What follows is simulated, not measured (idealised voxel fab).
process module | voxel self aligned contacts
cross-section cut | 170 nm wide | cells 5 nm
A cross-section is a grid of square cells, given in bands from the top down. A band is one or more rows of cells.
Each band's line starts with the height of the band's top and of its bottom, in nm. Then come its materials from left to right, each with its width in nm. One material with "throughout" fills the band from edge to edge. "air" is empty space.
Height 0 is the level under which the wafer as received is all one material. The lowest band goes on downwards, as in "0 down".
A width such as "30 to 40" changes by the same amount from each row of cells to the next, from the band's top row to its bottom row.
"no change" after a step means that no cell of the cross-section changed.
closed voids: empty space of 8 cells or more with no open way to the top, each as width x height at its distance from the left edge, in nm
after a step's settings: what the simulator itself notes on the step
overlay nm, on a step with a mask: how far to the right of its planned place the mask lay; to the left if negative
plan
1 op RECEIVE | material Si
2 op CONFORMAL_DEP | material SiO2 | thk nm 5
3 op DIRECTIONAL_DEP | material polySi | thk nm 30
4 op DIRECTIONAL_DEP | material SiN | thk nm 20
5 op MASKED_ETCH | tone cover | mask id GATE | width nm 35 | pitch nm 70 | etch materials SiN | depth nm 20 | overlay nm 0
6 op MASKED_ETCH | tone cover | mask id GATE | width nm 35 | pitch nm 70 | etch materials polySi | depth nm 30 | overlay nm 0
7 op CONFORMAL_DEP | material SiN | thk nm 5
8 op DIRECTIONAL_ETCH | etch materials SiN | depth nm 5
9 op FILL_DEP | material SiO2 | thk nm 20
10 op CMP | height nm 65
11 op MASKED_ETCH | tone open | mask id CONTACT | width nm 45 | etch materials SiO2 | depth nm 65 | overlay nm 0
12 op CONFORMAL_DEP | material TiN | thk nm 5
13 op FILL_DEP | material Ru | thk nm 10
14 op CMP | height nm 65
15 op CONFORMAL_DEP | material SiCN | thk nm 5
as received, after step 1
  0 down: Si throughout
  closed voids: none
a wafer at the end: this start, this plan, one mistake
  70 to 65: SiCN throughout
  65 to 55: Ru 55 to 20 | TiN 5 to 40 | SiO2 45 | TiN 5 to 40 | Ru 60 to 25
  55 to 35: Ru 20 | TiN 5 | SiN 45 | SiO2 25 | SiN 45 | TiN 5 | Ru 25
  35 to 5: Ru 20 | TiN 5 | SiN 5 | polySi 35 | SiN 5 | SiO2 25 | SiN 5 | polySi 35 | SiN 5 | TiN 5 | Ru 25
  5 to 0: TiN 25 | SiO2 115 | TiN 30
  0 down: Si throughout
  closed voids: none
what went wrong: step 11 ran as: op MASKED_ETCH | tone cover | mask id CONTACT | width nm 45 | etch materials SiO2 | depth nm 65 | overlay nm 0
